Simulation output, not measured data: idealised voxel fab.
This is a process module. Its name is voxel transistor to metal.
Cross-section cut: width 195 nm, square cells of 5 nm.
Cross-sections here: square-cell grids, written as top-down lists of bands, a band being one or more rows of cells. Per band: top height and bottom height in nm, followed by the left-to-right materials and their widths in nm; "edge to edge" marks a single material spanning edge to edge, "empty" marks empty space. Below 0: as-received wafer, all one material; heights counted from there. Lowest band: no bottom, goes on down, written "0 -> down". A width such as "30 to 40" changes by the same amount from each row of cells to the next, from the band's top row to its bottom row. Where a step carries "no alteration", the cross-section came out of it unchanged, cell for cell. Enclosed voids (no open way to top), threshold 8 cells or more, entry "Closed cavities", notation width x height at distance, distance from left edge, nm. The remark found on a step's line after its settings is issued by the simulator itself and pertains to that step. overlay nm: right-of-plan distance of the mask on a masked step; negative values mean left-of-plan.

-- Planned step list for the process
1. RECEIVE (material Si)
2. CONFORMAL_DEP (material SiO2; thk nm 5)
3. CONFORMAL_DEP (material SiN; thk nm 10)
4. DIRECTIONAL_DEP (material aC; thk nm 10)
5. PATTERN (tone cover; mask id ACTIVE; material resist; width nm 115; thk nm 25; overlay nm 0)
6. DIRECTIONAL_ETCH (etch materials aC; depth nm 10)
7. STRIP (etch materials resist)
8. DIRECTIONAL_ETCH (etch materials SiN; depth nm 10)
9. DIRECTIONAL_ETCH (etch materials SiO2; depth nm 5)
10. DIRECTIONAL_ETCH (etch materials Si; depth nm 25)
11. STRIP (etch materials aC)
12. FILL_DEP (material SiO2; thk nm 5)
13. CMP (height nm 15)
14. SELECTIVE_ETCH (etch materials SiO2; depth nm 10)
15. STRIP (etch materials SiN)
16. SELECTIVE_ETCH (etch materials SiO2; depth nm 5)
17. OXIDIZE (depth nm 5)
18. DIRECTIONAL_DEP (material polySi; thk nm 25)
19. DIRECTIONAL_DEP (material SiCN; thk nm 15)
20. MASKED_ETCH (tone cover; mask id GATE; width nm 25; etch materials SiCN; depth nm 25; overlay nm 0)
21. MASKED_ETCH (tone cover; mask id GATE; width nm 25; etch materials polySi; depth nm 35; overlay nm 0)
22. CONFORMAL_DEP (material SiO2; thk nm 5)
23. DIRECTIONAL_ETCH (etch materials SiO2; depth nm 5)
24. CONFORMAL_DEP (material SiN; thk nm 10)
25. DIRECTIONAL_ETCH (etch materials SiN; depth nm 10)
26. DIRECTIONAL_ETCH (etch materials SiO2; depth nm 5)
27. DIRECTIONAL_ETCH (etch materials Si; depth nm 5)
28. EPI (material SiGe; thk nm 10)
29. FILL_DEP (material SiO2; thk nm 5)
30. CMP (height nm 25)
31. STRIP (etch materials polySi)
32. SELECTIVE_ETCH (etch materials SiO2; depth nm 5)
33. CONFORMAL_DEP (material HfO2; thk nm 5)
34. CONFORMAL_DEP (material TiN; thk nm 5)
35. FILL_DEP (material W; thk nm 5)
36. CMP (height nm 20)
37. DIRECTIONAL_DEP (material SiO2; thk nm 10)
38. MASKED_ETCH (tone open; mask id CONTACT; width nm 20; pitch nm 75; etch materials SiO2; depth nm 30; overlay nm 0)
39. CONFORMAL_DEP (material TiN; thk nm 5)
40. FILL_DEP (material W; thk nm 5)
41. CMP (height nm 30)
42. CONFORMAL_DEP (material SiCN; thk nm 5)
43. DIRECTIONAL_DEP (material SiO2; thk nm 15)
44. DIRECTIONAL_DEP (material aC; thk nm 15)
45. PATTERN (tone open; mask id METAL_1; material resist; width nm 20; pitch nm 75; thk nm 30; overlay nm 0)
46. DIRECTIONAL_ETCH (etch materials aC; depth nm 5)
47. STRIP (etch materials resist)
48. DIRECTIONAL_ETCH (etch materials SiO2; depth nm 15)
49. DIRECTIONAL_ETCH (etch materials SiCN; depth nm 5)
50. STRIP (etch materials aC)
51. CONFORMAL_DEP (material TiN; thk nm 5)
52. FILL_DEP (material Ru; thk nm 5)
53. CMP (height nm 50)
54. CONFORMAL_DEP (material SiN; thk nm 5)
Where the wafers of this document differ is in the depth nm of step 46; they start out the same, and the plan states the value that applied to the first wafer.

-- Cross-section of the first of several wafers on receipt, reflecting completion of step 1
> 0 -> down: Si edge to edge
> Closed cavities: none

-- first wafer at the end, after step 54
> 55 -> 50: SiN edge to edge
> 50 -> 35: SiO2 edge to edge
> 35 -> 30: SiCN edge to edge
> 30 -> 20: 50 SiO2, then 5 TiN, then 10 W, then 5 TiN, then 55 SiO2, then 5 TiN, then 10 W, then 5 TiN, then 50 SiO2
> 20 -> 10: 50 SiO2, then 5 TiN, then 10 W, then 5 TiN, then 10 SiN, then 5 HfO2, then 5 TiN, then 15 W, then 5 TiN, then 5 HfO2, then 10 SiN, then 5 TiN, then 10 W, then 5 TiN, then 50 SiO2
> 10 -> 5: 50 SiO2, then 20 TiN, then 10 SiN, then 5 HfO2, then 5 TiN, then 15 W, then 5 TiN, then 5 HfO2, then 10 SiN, then 20 TiN, then 50 SiO2
> 5 -> 0: 50 SiO2, then 10 TiN, then 10 SiGe, then 10 SiN, then 5 HfO2, then 25 TiN, then 5 HfO2, then 10 SiN, then 10 SiGe, then 10 TiN, then 50 SiO2
> 0 -> -5: 35 SiO2, then 35 SiGe, then 10 SiO2, then 35 HfO2, then 10 SiO2, then 35 SiGe, then 35 SiO2
> -5 -> -10: 40 SiO2, then 30 SiGe, then 55 Si, then 30 SiGe, then 40 SiO2
> -10 -> -25: 40 SiO2, then 115 Si, then 40 SiO2
> -25 -> down: Si edge to edge
> Closed cavities: none

-- The final wafer, sectioned at module end
> 55 -> 50: SiN edge to edge
> 50 -> 35: 50 SiO2, then 5 TiN, then 10 Ru, then 5 TiN, then 55 SiO2, then 5 TiN, then 10 Ru, then 5 TiN, then 50 SiO2
> 35 -> 30: 50 SiCN, then 20 TiN, then 55 SiCN, then 20 TiN, then 50 SiCN
> 30 -> 20: 50 SiO2, then 5 TiN, then 10 W, then 5 TiN, then 55 SiO2, then 5 TiN, then 10 W, then 5 TiN, then 50 SiO2
> 20 -> 10: 50 SiO2, then 5 TiN, then 10 W, then 5 TiN, then 10 SiN, then 5 HfO2, then 5 TiN, then 15 W, then 5 TiN, then 5 HfO2, then 10 SiN, then 5 TiN, then 10 W, then 5 TiN, then 50 SiO2
> 10 -> 5: 50 SiO2, then 20 TiN, then 10 SiN, then 5 HfO2, then 5 TiN, then 15 W, then 5 TiN, then 5 HfO2, then 10 SiN, then 20 TiN, then 50 SiO2
> 5 -> 0: 50 SiO2, then 10 TiN, then 10 SiGe, then 10 SiN, then 5 HfO2, then 25 TiN, then 5 HfO2, then 10 SiN, then 10 SiGe, then 10 TiN, then 50 SiO2
> 0 -> -5: 35 SiO2, then 35 SiGe, then 10 SiO2, then 35 HfO2, then 10 SiO2, then 35 SiGe, then 35 SiO2
> -5 -> -10: 40 SiO2, then 30 SiGe, then 55 Si, then 30 SiGe, then 40 SiO2
> -10 -> -25: 40 SiO2, then 115 Si, then 40 SiO2
> -25 -> down: Si edge to edge
> Closed cavities: none

-- wafer rows; end of module; cells per material since receipt: (+) gained, (-) lost; then closed voids
depth nm 5, +15 HfO2, -115 Si, +39 SiCN, +30 SiGe, +55 SiN, +341 SiO2, +39 TiN, +25 W, Closed cavities: none
depth nm 10, +15 HfO2, -115 Si, +39 SiCN, +30 SiGe, +55 SiN, +341 SiO2, +39 TiN, +25 W, Closed cavities: none
depth nm 15, +15 HfO2, +12 Ru, -115 Si, +31 SiCN, +30 SiGe, +55 SiN, +317 SiO2, +59 TiN, +25 W, Closed cavities: none
depth nm 20, +15 HfO2, +12 Ru, -115 Si, +31 SiCN, +30 SiGe, +55 SiN, +317 SiO2, +59 TiN, +25 W, Closed cavities: none
depth nm 25, +15 HfO2, +12 Ru, -115 Si, +31 SiCN, +30 SiGe, +55 SiN, +317 SiO2, +59 TiN, +25 W, Closed cavities: none
depth nm 30, +15 HfO2, +12 Ru, -115 Si, +31 SiCN, +30 SiGe, +55 SiN, +317 SiO2, +59 TiN, +25 W, Closed cavities: none
